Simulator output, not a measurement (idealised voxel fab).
process module | voxel ribs on slabs
cross-section cut | 140 nm wide | cells 5 nm
A cross-section is a grid of square cells, given in bands from the top down. A band is one or more rows of cells.
Each band's line starts with the height of the band's top and of its bottom, in nm. Then come its materials from left to right, each with its width in nm. One material with "throughout" fills the band from edge to edge. "air" is empty space.
Height 0 is the level under which the wafer as received is all one material. The lowest band goes on downwards, as in "0 down".
A width such as "30 to 40" changes by the same amount from each row of cells to the next, from the band's top row to its bottom row.
"no change" after a step means that no cell of the cross-section changed.
closed voids: empty space of 8 cells or more with no open way to the top, each as width x height at its distance from the left edge, in nm
after a step's settings: what the simulator itself notes on the step
overlay nm, on a step with a mask: how far to the right of its planned place the mask lay; to the left if negative
plan
1 op RECEIVE | material Si
2 op DIRECTIONAL_DEP | material SiO2 | thk nm 20
3 op DIRECTIONAL_DEP | material SiN | thk nm 15
4 op DIRECTIONAL_DEP | material aC | thk nm 15
5 op PATTERN | tone cover | mask id RIB | material resist | width nm 25 | thk nm 35 | overlay nm 0
6 op DIRECTIONAL_ETCH | etch materials aC | depth nm 15
7 op STRIP | etch materials resist
8 op DIRECTIONAL_ETCH | etch materials SiN | depth nm 10
9 op STRIP | etch materials aC
10 op DIRECTIONAL_DEP | material aC | thk nm 10
11 op PATTERN | tone cover | mask id SLAB | material resist | width nm 75 | thk nm 30 | overlay nm 0
12 op DIRECTIONAL_ETCH | etch materials aC | depth nm 10
13 op STRIP | etch materials resist
14 op DIRECTIONAL_ETCH | etch materials SiN | depth nm 5
15 op STRIP | etch materials aC
16 op FILL_DEP | material SiO2 | thk nm 20
17 op CMP | height nm 50
18 op DIRECTIONAL_DEP | material W | thk nm 10
19 op MASKED_ETCH | tone cover | mask id HEATER | width nm 35 | etch materials W | depth nm 10 | overlay nm 0
20 op CONFORMAL_DEP | material SiO2 | thk nm 10
first wafer, as planned
as received, after step 1
  0 down: Si throughout
  closed voids: none
after step 2
  20 to 0: SiO2 throughout
  below 0: unchanged
after step 3
  35 to 20: SiN throughout
  below 20: unchanged
after step 4
  50 to 35: aC throughout
  below 35: unchanged
after step 5
  85 to 50: air 55 | resist 25 | air 60
  below 50: unchanged
after step 6
  70 to 50: air 55 | resist 25 | air 60
  50 to 35: air 55 | aC 25 | air 60
  below 35: unchanged
after step 7
  50 to 35: air 55 | aC 25 | air 60
  below 35: unchanged
after step 8
  50 to 35: air 55 | aC 25 | air 60
  35 to 25: air 55 | SiN 25 | air 60
  below 25: unchanged
after step 9
  35 to 25: air 55 | SiN 25 | air 60
  below 25: unchanged
after step 10
  45 to 35: air 55 | aC 25 | air 60
  35 to 25: aC 55 | SiN 25 | aC 60
  below 25: unchanged
after step 11
  75 to 45: air 30 | resist 75 | air 35
  45 to 35: air 30 | resist 25 | aC 25 | resist 25 | air 35
  below 35: unchanged
after step 12
  65 to 45: air 30 | resist 75 | air 35
  45 to 35: air 30 | resist 25 | aC 25 | resist 25 | air 35
  35 to 25: air 30 | aC 25 | SiN 25 | aC 25 | air 35
  below 25: unchanged
after step 13
  45 to 35: air 55 | aC 25 | air 60
  below 35: unchanged
after step 14
  45 to 35: air 55 | aC 25 | air 60
  35 to 25: air 30 | aC 25 | SiN 25 | aC 25 | air 35
  25 to 20: air 30 | SiN 75 | air 35
  below 20: unchanged
after step 15
  35 to 25: air 55 | SiN 25 | air 60
  below 25: unchanged
after step 16
  55 to 35: SiO2 throughout
  35 to 25: SiO2 55 | SiN 25 | SiO2 60
  25 to 20: SiO2 30 | SiN 75 | SiO2 35
  below 20: unchanged
after step 17
  50 to 35: SiO2 throughout
  below 35: unchanged
after step 18
  60 to 50: W throughout
  below 50: unchanged
after step 19
  60 to 50: air 50 | W 35 | air 55
  below 50: unchanged
after step 20
  70 to 60: air 40 | SiO2 55 | air 45
  60 to 50: SiO2 50 | W 35 | SiO2 55
  below 50: unchanged
second wafer: like start, like plan, one mistake. Through step 9 it matches the first wafer
when step 10 should have ended
  45 to 35: air 55 | SiN 25 | air 60
  35 to 20: SiN throughout
  below 20: unchanged
when step 11 should have ended
  75 to 45: air 30 | resist 75 | air 35
  45 to 35: air 30 | resist 25 | SiN 25 | resist 25 | air 35
  below 35: unchanged
when step 12 should have ended
  65 to 45: air 30 | resist 75 | air 35
  below 45: unchanged
when step 13 should have ended
  45 to 35: air 55 | SiN 25 | air 60
  below 35: unchanged
when step 14 should have ended
  40 to 30: air 55 | SiN 25 | air 60
  below 30: unchanged
when step 15 should have ended: no change
when step 16 should have ended
  60 to 40: SiO2 throughout
  40 to 30: SiO2 55 | SiN 25 | SiO2 60
  below 30: unchanged
when step 17 should have ended
  50 to 40: SiO2 throughout
  below 40: unchanged
when step 18 should have ended
  60 to 50: W throughout
  below 50: unchanged
when step 19 should have ended
  60 to 50: air 50 | W 35 | air 55
  below 50: unchanged
when step 20 should have ended
  70 to 60: air 40 | SiO2 55 | air 45
  60 to 50: SiO2 50 | W 35 | SiO2 55
  below 50: unchanged
what went wrong: step 10 ran as: op DIRECTIONAL_DEP | material SiN | thk nm 10
at the end the second wafer has, in cells: 41 more of SiN | 41 fewer of SiO2
